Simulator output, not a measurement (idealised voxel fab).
Process module, titled voxel fin reveal
The cross-section on display is named cut; it measures 250 nm wide, and its cells are 5 nm squares.
If you're reading a cross-section in this doc, picture square cells in a grid; it comes to you as bands, top ones listed first down to the bottom, and a band can be one or more rows of cells. Heights first: top, then bottom, in nm. Then materials, left to right, each with a width in nm. "full width" on a single material: fills the band edge to edge. "blank": empty space. All heights in this document are referenced to 0, defined as the level beneath which the wafer, as received, consists entirely of one material. The lowest band is not bounded below; it extends indefinitely downward and is written in the form "0 nm and below". A width such as "30..40" changes by the same amount from each row of cells to the next, from the band's top row to its bottom row. When a step is marked "stayed the same", none of the cells in the cross-section changed during that step. Closed-off voids of 8+ cells (no open route to the top) go in "Trapped void list", written width x height at distance from the left edge, in nm. Note: text after step settings on the step line = simulator remark on that step. "overlay nm" denotes, for a step that has a mask, the displacement of the mask to the right of its planned place, with negative values corresponding to the left.

## plan
1: RECEIVE, material Si
2: CONFORMAL_DEP, material SiN, thk nm 5
3: DIRECTIONAL_DEP, material aC, thk nm 15
4: PATTERN, tone cover, mask id FINS, material resist, width nm 15, pitch nm 35, thk nm 30, overlay nm 0
5: DIRECTIONAL_ETCH, etch materials aC, depth nm 15
6: STRIP, etch materials resist
7: DIRECTIONAL_ETCH, etch materials SiN, depth nm 5
8: DIRECTIONAL_ETCH, etch materials Si, depth nm 35
9: STRIP, etch materials aC
10: OXIDIZE, depth nm 5
11: FILL_DEP, material SiO2, thk nm 5
12: CMP, height nm 5
13: SELECTIVE_ETCH, etch materials SiO2, depth nm 20
14: STRIP, etch materials SiN
15: CONFORMAL_DEP, material SiO2, thk nm 5

## Account of the first of two wafers, which was processed as intended

## Step 1 complete: cross-section of the wafer as received
* 0 nm and below: Si full width
* Trapped void list: none

## The following cross-section depicts the wafer upon completion of step 2
* 5 nm to 0 nm: SiN full width
* Anything lower than 0 is untouched.

## The following cross-section depicts the wafer upon completion of step 3
* 20 nm to 5 nm: aC full width
* Anything lower than 5 is untouched.

## The following cross-section depicts the wafer upon completion of step 4
* 50 nm to 20 nm: 100 of blank, 15 of resist, 20 of blank, 15 of resist, 100 of blank
* Anything lower than 20 is untouched.

## The following cross-section depicts the wafer upon completion of step 5
* 35 nm to 20 nm: 100 of blank, 15 of resist, 20 of blank, 15 of resist, 100 of blank
* 20 nm to 5 nm: 100 of blank, 15 of aC, 20 of blank, 15 of aC, 100 of blank
* Anything lower than 5 is untouched.

## The following cross-section depicts the wafer upon completion of step 6
* 20 nm to 5 nm: 100 of blank, 15 of aC, 20 of blank, 15 of aC, 100 of blank
* Anything lower than 5 is untouched.

## The following cross-section depicts the wafer upon completion of step 7
* 20 nm to 5 nm: 100 of blank, 15 of aC, 20 of blank, 15 of aC, 100 of blank
* 5 nm to 0 nm: 100 of blank, 15 of SiN, 20 of blank, 15 of SiN, 100 of blank
* Anything lower than 0 is untouched.

## The following cross-section depicts the wafer upon completion of step 8
* 20 nm to 5 nm: 100 of blank, 15 of aC, 20 of blank, 15 of aC, 100 of blank
* 5 nm to 0 nm: 100 of blank, 15 of SiN, 20 of blank, 15 of SiN, 100 of blank
* 0 nm to -35 nm: 100 of blank, 15 of Si, 20 of blank, 15 of Si, 100 of blank
* Anything lower than -35 is untouched.

## The following cross-section depicts the wafer upon completion of step 9
* 5 nm to 0 nm: 100 of blank, 15 of SiN, 20 of blank, 15 of SiN, 100 of blank
* Anything lower than 0 is untouched.

## The following cross-section depicts the wafer upon completion of step 10
* 5 nm to 0 nm: 100 of blank, 15 of SiN, 20 of blank, 15 of SiN, 100 of blank
* 0 nm to -35 nm: 100 of blank, 5 of SiO2, 5 of Si, 5 of SiO2, 20 of blank, 5 of SiO2, 5 of Si, 5 of SiO2, 100 of blank
* -35 nm to -40 nm: 105 of SiO2, 5 of Si, 30 of SiO2, 5 of Si, 105 of SiO2
* Anything lower than -40 is untouched.

## The following cross-section depicts the wafer upon completion of step 11
* 10 nm to 5 nm: SiO2 full width
* 5 nm to 0 nm: 100 of SiO2, 15 of SiN, 20 of SiO2, 15 of SiN, 100 of SiO2
* 0 nm to -40 nm: 105 of SiO2, 5 of Si, 30 of SiO2, 5 of Si, 105 of SiO2
* Anything lower than -40 is untouched.

## The following cross-section depicts the wafer upon completion of step 12
* 5 nm to 0 nm: 100 of SiO2, 15 of SiN, 20 of SiO2, 15 of SiN, 100 of SiO2
* Anything lower than 0 is untouched.

## The following cross-section depicts the wafer upon completion of step 13
* 5 nm to 0 nm: 100 of blank, 15 of SiN, 20 of blank, 15 of SiN, 100 of blank
* 0 nm to -15 nm: 105 of blank, 5 of Si, 30 of blank, 5 of Si, 105 of blank
* Anything lower than -15 is untouched.

## The following cross-section depicts the wafer upon completion of step 14
* 0 nm to -15 nm: 105 of blank, 5 of Si, 30 of blank, 5 of Si, 105 of blank
* Anything lower than -15 is untouched.

## The following cross-section depicts the wafer upon completion of step 15
* 5 nm to 0 nm: 100 of blank, 15 of SiO2, 20 of blank, 15 of SiO2, 100 of blank
* 0 nm to -10 nm: 100 of blank, 5 of SiO2, 5 of Si, 5 of SiO2, 20 of blank, 5 of SiO2, 5 of Si, 5 of SiO2, 100 of blank
* -10 nm to -40 nm: 105 of SiO2, 5 of Si, 30 of SiO2, 5 of Si, 105 of SiO2
* Anything lower than -40 is untouched.

## It is to be noted that the second wafer proceeded from the same initial state and according to the same plan as the first, although one mistake was committed in its execution; through step 7, inclusive, the two wafers share an identical history

## Second wafer: cross-section at the scheduled end of step 8
* 20 nm to 5 nm: 100 of blank, 15 of aC, 20 of blank, 15 of aC, 100 of blank
* 5 nm to 0 nm: 100 of blank, 15 of SiN, 20 of blank, 15 of SiN, 100 of blank
* 0 nm to -70 nm: 100 of blank, 15 of Si, 20 of blank, 15 of Si, 100 of blank
* Anything lower than -70 is untouched.

## Second wafer: cross-section at the scheduled end of step 9
* 5 nm to 0 nm: 100 of blank, 15 of SiN, 20 of blank, 15 of SiN, 100 of blank
* Anything lower than 0 is untouched.

## Second wafer: cross-section at the scheduled end of step 10
* 5 nm to 0 nm: 100 of blank, 15 of SiN, 20 of blank, 15 of SiN, 100 of blank
* 0 nm to -70 nm: 100 of blank, 5 of SiO2, 5 of Si, 5 of SiO2, 20 of blank, 5 of SiO2, 5 of Si, 5 of SiO2, 100 of blank
* -70 nm to -75 nm: 105 of SiO2, 5 of Si, 30 of SiO2, 5 of Si, 105 of SiO2
* Anything lower than -75 is untouched.

## Second wafer: cross-section at the scheduled end of step 11
* 10 nm to 5 nm: SiO2 full width
* 5 nm to 0 nm: 100 of SiO2, 15 of SiN, 20 of SiO2, 15 of SiN, 100 of SiO2
* 0 nm to -75 nm: 105 of SiO2, 5 of Si, 30 of SiO2, 5 of Si, 105 of SiO2
* Anything lower than -75 is untouched.

## Second wafer: cross-section at the scheduled end of step 12
* 5 nm to 0 nm: 100 of SiO2, 15 of SiN, 20 of SiO2, 15 of SiN, 100 of SiO2
* Anything lower than 0 is untouched.

## Second wafer: cross-section at the scheduled end of step 13
* 5 nm to 0 nm: 100 of blank, 15 of SiN, 20 of blank, 15 of SiN, 100 of blank
* 0 nm to -15 nm: 105 of blank, 5 of Si, 30 of blank, 5 of Si, 105 of blank
* Anything lower than -15 is untouched.

## Second wafer: cross-section at the scheduled end of step 14
* 0 nm to -15 nm: 105 of blank, 5 of Si, 30 of blank, 5 of Si, 105 of blank
* Anything lower than -15 is untouched.

## Second wafer: cross-section at the scheduled end of step 15
* 5 nm to 0 nm: 100 of blank, 15 of SiO2, 20 of blank, 15 of SiO2, 100 of blank
* 0 nm to -10 nm: 100 of blank, 5 of SiO2, 5 of Si, 5 of SiO2, 20 of blank, 5 of SiO2, 5 of Si, 5 of SiO2, 100 of blank
* -10 nm to -75 nm: 105 of SiO2, 5 of Si, 30 of SiO2, 5 of Si, 105 of SiO2
* Anything lower than -75 is untouched.
The plan and the run diverged here: twice, step 8 of the plan was run
Upon completion, the second wafer contains, in terms of cells, a greater or smaller amount of certain materials than the first wafer: -336 Si; +336 SiO2
